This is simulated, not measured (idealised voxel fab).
Title: Process Module voxel capacitor over wiring
This is section cut - it's 155 nm across, gridded in 5 nm square cells.
Cross-section = grid of square cells, listed top down in bands; band = one or more rows. This entry defines a band. It first specifies the height of the band's top and the height of its bottom in nm, and then specifies the band's materials from left to right, stating each material with its width in nm. The word "everywhere" identifies a single material that fills the band from edge to edge, while the word "air" identifies empty space. Counting heights begins at 0, where everything beneath is, in the wafer as received, one material. The lowest band has no bottom; it goes on downwards, as "0 down" shows. The two numbers in a width such as "30 to 40" mark its ends across the band: the first belongs to the top row of cells, the second to the bottom row, and from each row to the next the width moves by the same amount. Take "stayed the same" at face value: in the step it is given for, the cross-section changed in none of its cells. Each empty space that has no open way to the top and spans at least 8 cells appears under "Voids, enclosed" as width x height at distance, the distance counted from the left edge, all in nm. Where a step's line continues beyond its settings, the continuation is a remark by the simulator itself on that step. A step line may carry the setting "overlay nm", which, for steps involving a mask, states the distance by which the mask lay to the right of its intended position; negative values denote displacement to the left.
Listed below are the process steps as planned
1) RECEIVE with material Si
2) CONFORMAL_DEP with material SiO2, thk nm 10
3) CONFORMAL_DEP with material SiCN, thk nm 5
4) DIRECTIONAL_DEP with material SiO2, thk nm 20
5) DIRECTIONAL_DEP with material aC, thk nm 15
6) PATTERN with tone open, mask id METAL_1, material resist, width nm 30, pitch nm 90, thk nm 35, overlay nm 0
7) DIRECTIONAL_ETCH with etch materials aC, depth nm 15
8) STRIP with etch materials resist
9) DIRECTIONAL_ETCH with etch materials SiO2, depth nm 20
10) DIRECTIONAL_ETCH with etch materials SiCN, depth nm 5
11) STRIP with etch materials aC
12) CONFORMAL_DEP with material TiN, thk nm 5
13) FILL_DEP with material Ru, thk nm 10
14) CMP with height nm 35
15) CONFORMAL_DEP with material SiCN, thk nm 5
16) DIRECTIONAL_DEP with material SiO2, thk nm 20
17) PATTERN with tone open, mask id PLUG_1, material resist, width nm 15, thk nm 20, overlay nm 0
18) DIRECTIONAL_ETCH with etch materials SiO2, depth nm 20
19) DIRECTIONAL_ETCH with etch materials SiCN, depth nm 5
20) STRIP with etch materials resist
21) EPI with material Ru, thk nm 10
22) EPI with material Ru, thk nm 10
23) EPI with material Ru, thk nm 5
24) DIRECTIONAL_DEP with material TiN, thk nm 10
25) DIRECTIONAL_DEP with material Al2O3, thk nm 5
26) DIRECTIONAL_DEP with material TiN, thk nm 10
27) DIRECTIONAL_DEP with material aC, thk nm 15
28) PATTERN with tone cover, mask id UPPER_PLATE, material resist, width nm 65, thk nm 30, overlay nm 0
29) DIRECTIONAL_ETCH with etch materials aC, depth nm 15
30) STRIP with etch materials resist
31) DIRECTIONAL_ETCH with etch materials TiN, depth nm 10
32) DIRECTIONAL_ETCH with etch materials Al2O3, depth nm 5
33) STRIP with etch materials aC
34) DIRECTIONAL_DEP with material aC, thk nm 10
35) PATTERN with tone cover, mask id LOWER_PLATE, material resist, width nm 75, thk nm 30, overlay nm 0
36) DIRECTIONAL_ETCH with etch materials aC, depth nm 10
37) STRIP with etch materials resist
38) DIRECTIONAL_ETCH with etch materials TiN, depth nm 10
39) STRIP with etch materials aC
40) FILL_DEP with material SiO2, thk nm 15
41) CMP with height nm 95
42) DIRECTIONAL_DEP with material aC, thk nm 15
43) PATTERN with tone open, mask id PLUG_2, material resist, width nm 15, thk nm 35, overlay nm 0
44) DIRECTIONAL_ETCH with etch materials aC, depth nm 15
45) STRIP with etch materials resist
46) DIRECTIONAL_ETCH with etch materials SiO2, depth nm 10
47) STRIP with etch materials aC
48) CONFORMAL_DEP with material TiN, thk nm 5
49) FILL_DEP with material Ru, thk nm 10
50) CMP with height nm 95
51) CONFORMAL_DEP with material SiN, thk nm 5
First of two wafers, processed according to plan
Cross-section: wafer on arrival = after step 1
> 0 down  Si everywhere
> Voids, enclosed: none
State of the wafer after step 2, shown in cross-section
> 10 to 0  SiO2 everywhere
> Note: structure below 0 unchanged.
State of the wafer after step 3, shown in cross-section
> 15 to 10  SiCN everywhere
> Note: structure below 10 unchanged.
State of the wafer after step 4, shown in cross-section
> 35 to 15  SiO2 everywhere
> Note: structure below 15 unchanged.
State of the wafer after step 5, shown in cross-section
> 50 to 35  aC everywhere
> Note: structure below 35 unchanged.
State of the wafer after step 6, shown in cross-section
> 85 to 50  resist (15), then air (30), then resist (60), then air (30), then resist (20)
> Note: structure below 50 unchanged.
State of the wafer after step 7, shown in cross-section
> 70 to 50  resist (15), then air (30), then resist (60), then air (30), then resist (20)
> 50 to 35  aC (15), then air (30), then aC (60), then air (30), then aC (20)
> Note: structure below 35 unchanged.
State of the wafer after step 8, shown in cross-section
> 50 to 35  aC (15), then air (30), then aC (60), then air (30), then aC (20)
> Note: structure below 35 unchanged.
State of the wafer after step 9, shown in cross-section
> 50 to 35  aC (15), then air (30), then aC (60), then air (30), then aC (20)
> 35 to 15  SiO2 (15), then air (30), then SiO2 (60), then air (30), then SiO2 (20)
> Note: structure below 15 unchanged.
State of the wafer after step 10, shown in cross-section
> 50 to 35  aC (15), then air (30), then aC (60), then air (30), then aC (20)
> 35 to 15  SiO2 (15), then air (30), then SiO2 (60), then air (30), then SiO2 (20)
> 15 to 10  SiCN (15), then air (30), then SiCN (60), then air (30), then SiCN (20)
> Note: structure below 10 unchanged.
State of the wafer after step 11, shown in cross-section
> 35 to 15  SiO2 (15), then air (30), then SiO2 (60), then air (30), then SiO2 (20)
> Note: structure below 15 unchanged.
State of the wafer after step 12, shown in cross-section
> 40 to 35  TiN (20), then air (20), then TiN (70), then air (20), then TiN (25)
> 35 to 15  SiO2 (15), then TiN (5), then air (20), then TiN (5), then SiO2 (60), then TiN (5), then air (20), then TiN (5), then SiO2 (20)
> 15 to 10  SiCN (15), then TiN (30), then SiCN (60), then TiN (30), then SiCN (20)
> Note: structure below 10 unchanged.
State of the wafer after step 13, shown in cross-section
> 50 to 40  Ru everywhere
> 40 to 35  TiN (20), then Ru (20), then TiN (70), then Ru (20), then TiN (25)
> 35 to 15  SiO2 (15), then TiN (5), then Ru (20), then TiN (5), then SiO2 (60), then TiN (5), then Ru (20), then TiN (5), then SiO2 (20)
> Note: structure below 15 unchanged.
State of the wafer after step 14, shown in cross-section
> 35 to 15  SiO2 (15), then TiN (5), then Ru (20), then TiN (5), then SiO2 (60), then TiN (5), then Ru (20), then TiN (5), then SiO2 (20)
> Note: structure below 15 unchanged.
State of the wafer after step 15, shown in cross-section
> 40 to 35  SiCN everywhere
> Note: structure below 35 unchanged.
State of the wafer after step 16, shown in cross-section
> 60 to 40  SiO2 everywhere
> Note: structure below 40 unchanged.
State of the wafer after step 17, shown in cross-section
> 80 to 60  resist (30), then air (15), then resist (110)
> Note: structure below 60 unchanged.
State of the wafer after step 18, shown in cross-section
> 80 to 60  resist (30), then air (15), then resist (110)
> 60 to 40  SiO2 (30), then air (15), then SiO2 (110)
> Note: structure below 40 unchanged.
State of the wafer after step 19, shown in cross-section
> 80 to 60  resist (30), then air (15), then resist (110)
> 60 to 40  SiO2 (30), then air (15), then SiO2 (110)
> 40 to 35  SiCN (30), then air (15), then SiCN (110)
> Note: structure below 35 unchanged.
State of the wafer after step 20, shown in cross-section
> 60 to 40  SiO2 (30), then air (15), then SiO2 (110)
> Note: structure below 40 unchanged.
State of the wafer after step 21, shown in cross-section
> 60 to 45  SiO2 (30), then air (15), then SiO2 (110)
> 45 to 40  SiO2 (30), then Ru (15), then SiO2 (110)
> 40 to 35  SiCN (30), then Ru (15), then SiCN (110)
> Note: structure below 35 unchanged.
State of the wafer after step 22, shown in cross-section
> 60 to 55  SiO2 (30), then air (15), then SiO2 (110)
> 55 to 40  SiO2 (30), then Ru (15), then SiO2 (110)
> Note: structure below 40 unchanged.
State of the wafer after step 23, shown in cross-section
> 60 to 40  SiO2 (30), then Ru (15), then SiO2 (110)
> Note: structure below 40 unchanged.
State of the wafer after step 24, shown in cross-section
> 70 to 60  TiN everywhere
> Note: structure below 60 unchanged.
State of the wafer after step 25, shown in cross-section
> 75 to 70  Al2O3 everywhere
> Note: structure below 70 unchanged.
State of the wafer after step 26, shown in cross-section
> 85 to 75  TiN everywhere
> Note: structure below 75 unchanged.
State of the wafer after step 27, shown in cross-section
> 100 to 85  aC everywhere
> Note: structure below 85 unchanged.
State of the wafer after step 28, shown in cross-section
> 130 to 100  air (30), then resist (65), then air (60)
> Note: structure below 100 unchanged.
State of the wafer after step 29, shown in cross-section
> 115 to 100  air (30), then resist (65), then air (60)
> 100 to 85  air (30), then aC (65), then air (60)
> Note: structure below 85 unchanged.
State of the wafer after step 30, shown in cross-section
> 100 to 85  air (30), then aC (65), then air (60)
> Note: structure below 85 unchanged.
State of the wafer after step 31, shown in cross-section
> 100 to 85  air (30), then aC (65), then air (60)
> 85 to 75  air (30), then TiN (65), then air (60)
> Note: structure below 75 unchanged.
State of the wafer after step 32, shown in cross-section
> 100 to 85  air (30), then aC (65), then air (60)
> 85 to 75  air (30), then TiN (65), then air (60)
> 75 to 70  air (30), then Al2O3 (65), then air (60)
> Note: structure below 70 unchanged.
State of the wafer after step 33, shown in cross-section
> 85 to 75  air (30), then TiN (65), then air (60)
> Note: structure below 75 unchanged.
State of the wafer after step 34, shown in cross-section
> 95 to 85  air (30), then aC (65), then air (60)
> 85 to 80  air (30), then TiN (65), then air (60)
> 80 to 75  aC (30), then TiN (65), then aC (60)
> 75 to 70  aC (30), then Al2O3 (65), then aC (60)
> Note: structure below 70 unchanged.
State of the wafer after step 35, shown in cross-section
> 125 to 95  air (25), then resist (75), then air (55)
> 95 to 85  air (25), then resist (5), then aC (65), then resist (5), then air (55)
> 85 to 80  air (25), then resist (5), then TiN (65), then resist (5), then air (55)
> Note: structure below 80 unchanged.
State of the wafer after step 36, shown in cross-section
> 115 to 95  air (25), then resist (75), then air (55)
> 95 to 85  air (25), then resist (5), then aC (65), then resist (5), then air (55)
> 85 to 80  air (25), then resist (5), then TiN (65), then resist (5), then air (55)
> 80 to 75  air (25), then aC (5), then TiN (65), then aC (5), then air (55)
> 75 to 70  air (25), then aC (5), then Al2O3 (65), then aC (5), then air (55)
> Note: structure below 70 unchanged.
State of the wafer after step 37, shown in cross-section
> 95 to 85  air (30), then aC (65), then air (60)
> 85 to 80  air (30), then TiN (65), then air (60)
> Note: structure below 80 unchanged.
State of the wafer after step 38, shown in cross-section
> 95 to 85  air (30), then aC (65), then air (60)
> 85 to 80  air (30), then TiN (65), then air (60)
> 80 to 75  air (25), then aC (5), then TiN (65), then aC (5), then air (55)
> 75 to 70  air (25), then aC (5), then Al2O3 (65), then aC (5), then air (55)
> 70 to 60  air (25), then TiN (75), then air (55)
> Note: structure below 60 unchanged.
State of the wafer after step 39, shown in cross-section
> 85 to 75  air (30), then TiN (65), then air (60)
> 75 to 70  air (30), then Al2O3 (65), then air (60)
> Note: structure below 70 unchanged.
State of the wafer after step 40, shown in cross-section
> 100 to 85  SiO2 everywhere
> 85 to 75  SiO2 (30), then TiN (65), then SiO2 (60)
> 75 to 70  SiO2 (30), then Al2O3 (65), then SiO2 (60)
> 70 to 60  SiO2 (25), then TiN (75), then SiO2 (55)
> Note: structure below 60 unchanged.
State of the wafer after step 41, shown in cross-section
> 95 to 85  SiO2 everywhere
> Note: structure below 85 unchanged.
State of the wafer after step 42, shown in cross-section
> 110 to 95  aC everywhere
> Note: structure below 95 unchanged.
State of the wafer after step 43, shown in cross-section
> 145 to 110  resist (40), then air (15), then resist (100)
> Note: structure below 110 unchanged.
State of the wafer after step 44, shown in cross-section
> 130 to 110  resist (40), then air (15), then resist (100)
> 110 to 95  aC (40), then air (15), then aC (100)
> Note: structure below 95 unchanged.
State of the wafer after step 45, shown in cross-section
> 110 to 95  aC (40), then air (15), then aC (100)
> Note: structure below 95 unchanged.
State of the wafer after step 46, shown in cross-section
> 110 to 95  aC (40), then air (15), then aC (100)
> 95 to 85  SiO2 (40), then air (15), then SiO2 (100)
> Note: structure below 85 unchanged.
State of the wafer after step 47, shown in cross-section
> 95 to 85  SiO2 (40), then air (15), then SiO2 (100)
> Note: structure below 85 unchanged.
State of the wafer after step 48, shown in cross-section
> 100 to 95  TiN (45), then air (5), then TiN (105)
> 95 to 90  SiO2 (40), then TiN (5), then air (5), then TiN (5), then SiO2 (100)
> 90 to 85  SiO2 (40), then TiN (15), then SiO2 (100)
> Note: structure below 85 unchanged.
State of the wafer after step 49, shown in cross-section
> 110 to 100  Ru everywhere
> 100 to 95  TiN (45), then Ru (5), then TiN (105)
> 95 to 90  SiO2 (40), then TiN (5), then Ru (5), then TiN (5), then SiO2 (100)
> Note: structure below 90 unchanged.
State of the wafer after step 50, shown in cross-section
> 95 to 90  SiO2 (40), then TiN (5), then Ru (5), then TiN (5), then SiO2 (100)
> Note: structure below 90 unchanged.
State of the wafer after step 51, shown in cross-section
> 100 to 95  SiN everywhere
> Note: structure below 95 unchanged.
Companion wafer, the second of two: same beginning, same intended sequence, one mistake in carrying it out; through step 42 inclusive it tracks the first exactly
Here is the second wafer in cross-section at the point where step 43 of the plan should have been done
> 145 to 110  resist (35), then air (25), then resist (95)
> Note: structure below 110 unchanged.
Here is the second wafer in cross-section at the point where step 44 of the plan should have been done
> 130 to 110  resist (35), then air (25), then resist (95)
> 110 to 95  aC (35), then air (25), then aC (95)
> Note: structure below 95 unchanged.
Here is the second wafer in cross-section at the point where step 45 of the plan should have been done
> 110 to 95  aC (35), then air (25), then aC (95)
> Note: structure below 95 unchanged.
Here is the second wafer in cross-section at the point where step 46 of the plan should have been done
> 110 to 95  aC (35), then air (25), then aC (95)
> 95 to 85  SiO2 (35), then air (25), then SiO2 (95)
> Note: structure below 85 unchanged.
Here is the second wafer in cross-section at the point where step 47 of the plan should have been done
> 95 to 85  SiO2 (35), then air (25), then SiO2 (95)
> Note: structure below 85 unchanged.
Here is the second wafer in cross-section at the point where step 48 of the plan should have been done
> 100 to 95  TiN (40), then air (15), then TiN (100)
> 95 to 90  SiO2 (35), then TiN (5), then air (15), then TiN (5), then SiO2 (95)
> 90 to 85  SiO2 (35), then TiN (25), then SiO2 (95)
> Note: structure below 85 unchanged.
Here is the second wafer in cross-section at the point where step 49 of the plan should have been done
> 110 to 100  Ru everywhere
> 100 to 95  TiN (40), then Ru (15), then TiN (100)
> 95 to 90  SiO2 (35), then TiN (5), then Ru (15), then TiN (5), then SiO2 (95)
> Note: structure below 90 unchanged.
Here is the second wafer in cross-section at the point where step 50 of the plan should have been done
> 95 to 90  SiO2 (35), then TiN (5), then Ru (15), then TiN (5), then SiO2 (95)
> Note: structure below 90 unchanged.
Here is the second wafer in cross-section at the point where step 51 of the plan should have been done
> 100 to 95  SiN everywhere
> Note: structure below 95 unchanged.
The plan and the run diverged here: step 43 did not use the planned setting and instead ran as PATTERN with tone open, mask id PLUG_2, material resist, width nm 25, thk nm 35, overlay nm 0
Materials where the second wafer ends with more or fewer cells than the first: +2 Ru | -4 SiO2 | +2 TiN
